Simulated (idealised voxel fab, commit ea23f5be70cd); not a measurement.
Process module, titled voxel released beams
The cross-section shown here is cut; it is 205 nm wide and divided into square cells measuring 5 nm on a side.
Bands, listed from the top down, are how a cross-section gets written in this document; the cross-section itself is a grid of square cells, and a band is one or more rows of them.
It is stipulated that each band's entry specify, in nanometres, the height of the top of the band and then that of its bottom, followed by the materials of the band in left-to-right sequence, each together with its width in nanometres. A single material marked by the word "edge to edge" is understood to fill the band from edge to edge; the word "air" is understood to denote empty space.
Below 0: as-received wafer, all one material; heights counted from there. Lowest band: no bottom, goes on down, written "0 -> down".
The expression "30 to 40" gives the width at the extremes of the band, the first number at its top row of cells and the second at its bottom row, with the width changing by equal amounts from each row to the next in between.
It should be understood that the words "nothing altered", when stated for a given step, signify that the cross-section underwent no change in any of its cells during that step.
So "Enclosed void listing" is basically the list of trapped voids: any empty space of 8 cells or more that can't reach the top through an opening. They're written width x height at distance, the distance being from the left edge, and it's all nm.
That trailing text on a step's line, after the settings, is the simulator's own remark on the step.
overlay nm: right-of-plan distance of the mask on a masked step; negative values mean left-of-plan.

List of planned process steps
1) RECEIVE (material Si)
2) CONFORMAL_DEP (material SiN; thk nm 10)
3) DIRECTIONAL_DEP (material SiO2; thk nm 15)
4) DIRECTIONAL_DEP (material aC; thk nm 10)
5) PATTERN (tone open; mask id ANCHOR; material resist; width nm 25; thk nm 30; overlay nm 0)
6) DIRECTIONAL_ETCH (etch materials aC; depth nm 10)
7) STRIP (etch materials resist)
8) DIRECTIONAL_ETCH (etch materials SiO2; depth nm 15)
9) STRIP (etch materials aC)
10) CONFORMAL_DEP (material W; thk nm 10)
11) DIRECTIONAL_DEP (material aC; thk nm 5)
12) PATTERN (tone cover; mask id BEAM; material resist; width nm 90; thk nm 35; overlay nm 0)
13) DIRECTIONAL_ETCH (etch materials aC; depth nm 15)
14) STRIP (etch materials resist)
15) DIRECTIONAL_ETCH (etch materials W; depth nm 10)
16) STRIP (etch materials aC)
17) STRIP (etch materials SiO2)
Don't read the plan's thk nm for step 11 as applying to every wafer: that's the first wafer's value, and the wafers differ in it, though they all start identical.

First wafer of several, as received: cross-section after step 1
- 0 -> down | Si edge to edge
- Enclosed void listing: none

After the module's final step, step 17: the first of several wafers in cross-section
- 35 -> 25 | 55 of air  15 of W  5 of air  70 of W  60 of air
- 25 -> 20 | 60 of air  10 of W  5 of air  10 of W  120 of air
- 20 -> 10 | 60 of air  25 of W  120 of air
- 10 -> 0 | SiN edge to edge
- 0 -> down | Si edge to edge
- Enclosed void listing: none

The last wafer as seen in cross-section at the end of the module
- 35 -> 25 | 70 of W  5 of air  130 of W
- 25 -> 20 | 60 of SiO2  10 of W  5 of air  10 of W  120 of SiO2
- 20 -> 10 | 60 of SiO2  25 of W  120 of SiO2
- 10 -> 0 | SiN edge to edge
- 0 -> down | Si edge to edge
- Enclosed void listing: none

Here is how to read the rows: every wafer has a row, and it shows the wafer at the end of the module, giving for each material how many cells were gained (+) or lost (-) since the wafer was received, then listing its closed voids
thk nm 5; +82 SiN; +48 W; Enclosed void listing: none
thk nm 10; +82 SiN; +48 W; Enclosed void listing: none
thk nm 15; +82 SiN; +48 W; Enclosed void listing: none
thk nm 20; +82 SiN; +108 SiO2; +94 W; Enclosed void listing: none
thk nm 25; +82 SiN; +108 SiO2; +94 W; Enclosed void listing: none
thk nm 30; +82 SiN; +108 SiO2; +94 W; Enclosed void listing: none
